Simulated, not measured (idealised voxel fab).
You're looking at the process module voxel wiring stack.
The width of the displayed cross-section, cut, is 260 nm; its cells are square, with a size of 5 nm.
Format of a cross-section: grid, square cells. Given as bands. Order: top down. Band: one or more rows of cells.
First you get the band's top height and its bottom height, in nm, and then the materials it's made of, left to right, with each width in nm. If you see a single material with "throughout", that one covers the band edge to edge. "empty" is empty space.
Convention: height 0 is the level below which the wafer, as received, is all one material. The lowest band does not terminate at the bottom but continues downward, represented as "0 -> down".
The expression "30..40" gives the width at the extremes of the band, the first number at its top row of cells and the second at its bottom row, with the width changing by equal amounts from each row to the next in between.
"no alterations made" after a step means that no cell of the cross-section changed.
In "Entrapped void list" the enclosed voids are listed, meaning empty spaces of 8 cells or larger without any opening to the top. The form is width x height at distance, distance from the left edge, units nm.
That trailing text on a step's line, after the settings, is the simulator's own remark on the step.
overlay nm: on a step with a mask, how far right of its planned place the mask lay; negative means left.
Listed below are the process steps as planned
1 RECEIVE: material Si
2 CONFORMAL_DEP: material SiO2, thk nm 10
3 CONFORMAL_DEP: material SiCN, thk nm 5
4 DIRECTIONAL_DEP: material SiO2, thk nm 20
5 PATTERN: tone open, mask id METAL_1, material resist, width nm 25, pitch nm 40, thk nm 15, overlay nm 0
6 DIRECTIONAL_ETCH: etch materials SiO2, depth nm 20
7 DIRECTIONAL_ETCH: etch materials SiCN, depth nm 5
8 STRIP: etch materials resist
9 CONFORMAL_DEP: material TiN, thk nm 5
10 FILL_DEP: material W, thk nm 10
11 CMP: height nm 35
12 CONFORMAL_DEP: material SiCN, thk nm 5
13 DIRECTIONAL_DEP: material SiO2, thk nm 25
14 PATTERN: tone open, mask id METAL_2, material resist, width nm 25, pitch nm 40, thk nm 20, overlay nm 0
15 DIRECTIONAL_ETCH: etch materials SiO2, depth nm 15
16 STRIP: etch materials resist
17 PATTERN: tone open, mask id METAL_2_HOLES, material resist, width nm 15, pitch nm 80, thk nm 20, overlay nm 0
18 DIRECTIONAL_ETCH: etch materials SiO2, depth nm 10
19 DIRECTIONAL_ETCH: etch materials SiCN, depth nm 5
20 STRIP: etch materials resist
21 CONFORMAL_DEP: material TiN, thk nm 5
22 FILL_DEP: material Cu, thk nm 10
23 CMP: height nm 65
24 CONFORMAL_DEP: material SiN, thk nm 5
Delivered wafer in cross-section: state after step 1
* 0 -> down  Si throughout
* Entrapped void list: none
Starting wafer: above. Plan: above. Run: one mistake. Cross-section after the module: below
* 70 -> 65  SiN throughout
* 65 -> 55  SiO2: 55, W: 5, Cu: 15, W: 5, SiO2: 15, W: 5, Cu: 15, W: 5, SiO2: 15, W: 5, Cu: 15, W: 5, SiO2: 15, W: 5, Cu: 15, W: 5, SiO2: 60
* 55 -> 50  SiO2: 55, W: 5, Cu: 5, W: 15, SiO2: 15, W: 25, SiO2: 15, W: 5, Cu: 5, W: 15, SiO2: 15, W: 25, SiO2: 60
* 50 -> 40  SiO2: 55, W: 5, Cu: 5, W: 5, SiO2: 65, W: 5, Cu: 5, W: 5, SiO2: 110
* 40 -> 35  SiCN: 55, W: 15, SiCN: 65, W: 15, SiCN: 110
* 35 -> 15  SiO2: 55, TiN: 5, W: 15, TiN: 5, SiO2: 15, TiN: 5, W: 15, TiN: 5, SiO2: 15, TiN: 5, W: 15, TiN: 5, SiO2: 15, TiN: 5, W: 15, TiN: 5, SiO2: 60
* 15 -> 10  SiCN: 55, TiN: 25, SiCN: 15, TiN: 25, SiCN: 15, TiN: 25, SiCN: 15, TiN: 25, SiCN: 60
* 10 -> 0  SiO2 throughout
* 0 -> down  Si throughout
* Entrapped void list: none
Against the plan, the run slipped here: heads up, step 21 didn't go per plan, it actually ran as CONFORMAL_DEP: material W, thk nm 5
